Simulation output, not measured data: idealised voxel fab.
Documented hereafter: the process module known as voxel quadruple lines.
Section cut is 265 nm wide and gridded with 5 nm square cells.
Heads up, the way a cross-section reads in here is a grid of square cells, handed over as bands from the top down, with every band being one or more rows of cells.
It is stipulated that each band's entry specify, in nanometres, the height of the top of the band and then that of its bottom, followed by the materials of the band in left-to-right sequence, each together with its width in nanometres. A single material marked by the word "edge to edge" is understood to fill the band from edge to edge; the word "empty" is understood to denote empty space.
Heights are reckoned from 0. Under this level, the received wafer is all of one material. The bottommost band is open-ended downward, for example "from 0 down".
Width: "30->40" (first number = top row, second number = bottom row, same change from row to row of cells).
Where a step carries "nothing got changed", the cross-section came out of it unchanged, cell for cell.
You'll see "Listed closed voids" listing empty spaces that have no way open to the top, as long as they're 8 cells or more; the notation is width x height at distance, where the distance is from the left edge, and all of it is in nm.
On a step's line, text after the settings is the simulator commenting on that step.
overlay nm: mask offset rightward from planned place, masked step; negative means leftward offset.
Here's what the planned process steps look like
1,RECEIVE: material Si
2,CONFORMAL_DEP: material SiO2, thk nm 10
3,DIRECTIONAL_DEP: material Ru, thk nm 15
4,DIRECTIONAL_DEP: material polySi, thk nm 20
5,DIRECTIONAL_DEP: material aC, thk nm 25
6,PATTERN: tone cover, mask id MANDREL, material resist, width nm 25, thk nm 35, overlay nm 0
7,DIRECTIONAL_ETCH: etch materials aC, depth nm 25
8,STRIP: etch materials resist
9,CONFORMAL_DEP: material SiO2, thk nm 15
10,DIRECTIONAL_ETCH: etch materials SiO2, depth nm 5
11,STRIP: etch materials aC
12,DIRECTIONAL_ETCH: etch materials polySi, depth nm 20
13,STRIP: etch materials SiO2
14,CONFORMAL_DEP: material SiN, thk nm 5
15,DIRECTIONAL_ETCH: etch materials SiN, depth nm 5
16,STRIP: etch materials polySi
17,DIRECTIONAL_ETCH: etch materials Ru, depth nm 15
18,STRIP: etch materials SiN
The wafers in this document start out alike and differ in the depth nm applied at step 10; the plan shows the value used for the first wafer.
Cross-section of the first of several received wafers, showing its state after step 1
    from 0 down | Si edge to edge
    Listed closed voids: none
So in this table every wafer gets its own row, and what you see is where it stands at the end of the module: for each material, how many cells it picked up (+) or gave up (-) since we received it, and after that its closed voids
depth nm 5 | +106 SiO2 | Listed closed voids: none
depth nm 10 | +106 SiO2 | Listed closed voids: none
depth nm 15 | +12 Ru | +106 SiO2 | Listed closed voids: none
depth nm 20 | +12 Ru | +106 SiO2 | Listed closed voids: none
depth nm 25 | +12 Ru | +106 SiO2 | Listed closed voids: none
depth nm 30 | +12 Ru | +106 SiO2 | Listed closed voids: none
